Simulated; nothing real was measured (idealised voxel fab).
process module | voxel gate over fins
cross-section cut | 295 nm wide | cells 5 nm
A cross-section is a grid of square cells, given in bands from the top down. A band is one or more rows of cells.
Each band's line starts with the height of the band's top and of its bottom, in nm. Then come its materials from left to right, each with its width in nm. One material with "throughout" fills the band from edge to edge. "air" is empty space.
Height 0 is the level under which the wafer as received is all one material. The lowest band goes on downwards, as in "0 down".
A width such as "30 to 40" changes by the same amount from each row of cells to the next, from the band's top row to its bottom row.
"no change" after a step means that no cell of the cross-section changed.
closed voids: empty space of 8 cells or more with no open way to the top, each as width x height at its distance from the left edge, in nm
after a step's settings: what the simulator itself notes on the step
overlay nm, on a step with a mask: how far to the right of its planned place the mask lay; to the left if negative
plan
1 op RECEIVE | material Si
2 op CONFORMAL_DEP | material SiN | thk nm 5
3 op MASKED_ETCH | tone cover | mask id FINS | width nm 15 | pitch nm 40 | etch materials SiN | depth nm 5 | overlay nm -15
4 op MASKED_ETCH | tone cover | mask id FINS | width nm 15 | pitch nm 40 | etch materials Si | depth nm 35 | overlay nm 0
5 op FILL_DEP | material SiO2 | thk nm 5
6 op CMP | height nm 5
7 op SELECTIVE_ETCH | etch materials SiO2 | depth nm 20
8 op STRIP | etch materials SiN
9 op CONFORMAL_DEP | material HfO2 | thk nm 5
10 op CONFORMAL_DEP | material TiN | thk nm 5
11 op FILL_DEP | material W | thk nm 15
12 op CMP | height nm 20
13 op CONFORMAL_DEP | material SiN | thk nm 5
varied across the wafers: overlay nm of step 3. The plan shows the first wafer's value. All wafers start alike
first wafer as received, after step 1
  0 down: Si throughout
  closed voids: none
first wafer at the end, after step 13
  25 to 20: SiN throughout
  20 to 10: W throughout
  10 to 5: W 55 | TiN 170 | W 70
  5 to 0: W 55 | TiN 5 | HfO2 160 | TiN 5 | W 70
  0 to -5: W 55 | TiN 5 | HfO2 5 | Si 30 | HfO2 10 | Si 30 | HfO2 10 | Si 30 | HfO2 10 | Si 30 | HfO2 5 | TiN 5 | W 70
  -5 to -10: TiN 60 | HfO2 5 | Si 30 | HfO2 10 | Si 30 | HfO2 10 | Si 30 | HfO2 10 | Si 30 | HfO2 5 | TiN 75
  -10 to -15: HfO2 65 | Si 30 | HfO2 10 | Si 30 | HfO2 10 | Si 30 | HfO2 10 | Si 30 | HfO2 80
  -15 to -35: SiO2 65 | Si 30 | SiO2 10 | Si 30 | SiO2 10 | Si 30 | SiO2 10 | Si 30 | SiO2 80
  -35 down: Si throughout
  closed voids: none
last wafer at the end
  25 to 20: SiN throughout
  20 to 10: W throughout
  10 to 5: W 70 | TiN 170 | W 55
  5 to 0: W 70 | TiN 5 | HfO2 160 | TiN 5 | W 55
  0 to -5: W 70 | TiN 5 | HfO2 5 | Si 30 | HfO2 10 | Si 30 | HfO2 10 | Si 30 | HfO2 10 | Si 30 | HfO2 5 | TiN 5 | W 55
  -5 to -10: TiN 75 | HfO2 5 | Si 30 | HfO2 10 | Si 30 | HfO2 10 | Si 30 | HfO2 10 | Si 30 | HfO2 5 | TiN 60
  -10 to -15: HfO2 80 | Si 30 | HfO2 10 | Si 30 | HfO2 10 | Si 30 | HfO2 10 | Si 30 | HfO2 65
  -15 to -35: SiO2 80 | Si 30 | SiO2 10 | Si 30 | SiO2 10 | Si 30 | SiO2 10 | Si 30 | SiO2 65
  -35 down: Si throughout
  closed voids: none
each wafer at the end: cells of each material gained (+) or lost (-) since it was received, then its closed voids
overlay nm -15 | +83 HfO2 | -245 Si | +59 SiN | +140 SiO2 | +65 TiN | +193 W | closed voids: none
overlay nm -10 | +83 HfO2 | -273 Si | +59 SiN | +156 SiO2 | +74 TiN | +196 W | closed voids: none
overlay nm -5 | +83 HfO2 | -301 Si | +59 SiN | +172 SiO2 | +83 TiN | +199 W | closed voids: none
overlay nm 0 | +83 HfO2 | -329 Si | +59 SiN | +188 SiO2 | +83 TiN | +211 W | closed voids: none
overlay nm 5 | +83 HfO2 | -301 Si | +59 SiN | +172 SiO2 | +83 TiN | +199 W | closed voids: none
overlay nm 10 | +83 HfO2 | -273 Si | +59 SiN | +156 SiO2 | +74 TiN | +196 W | closed voids: none
overlay nm 15 | +83 HfO2 | -245 Si | +59 SiN | +140 SiO2 | +65 TiN | +193 W | closed voids: none
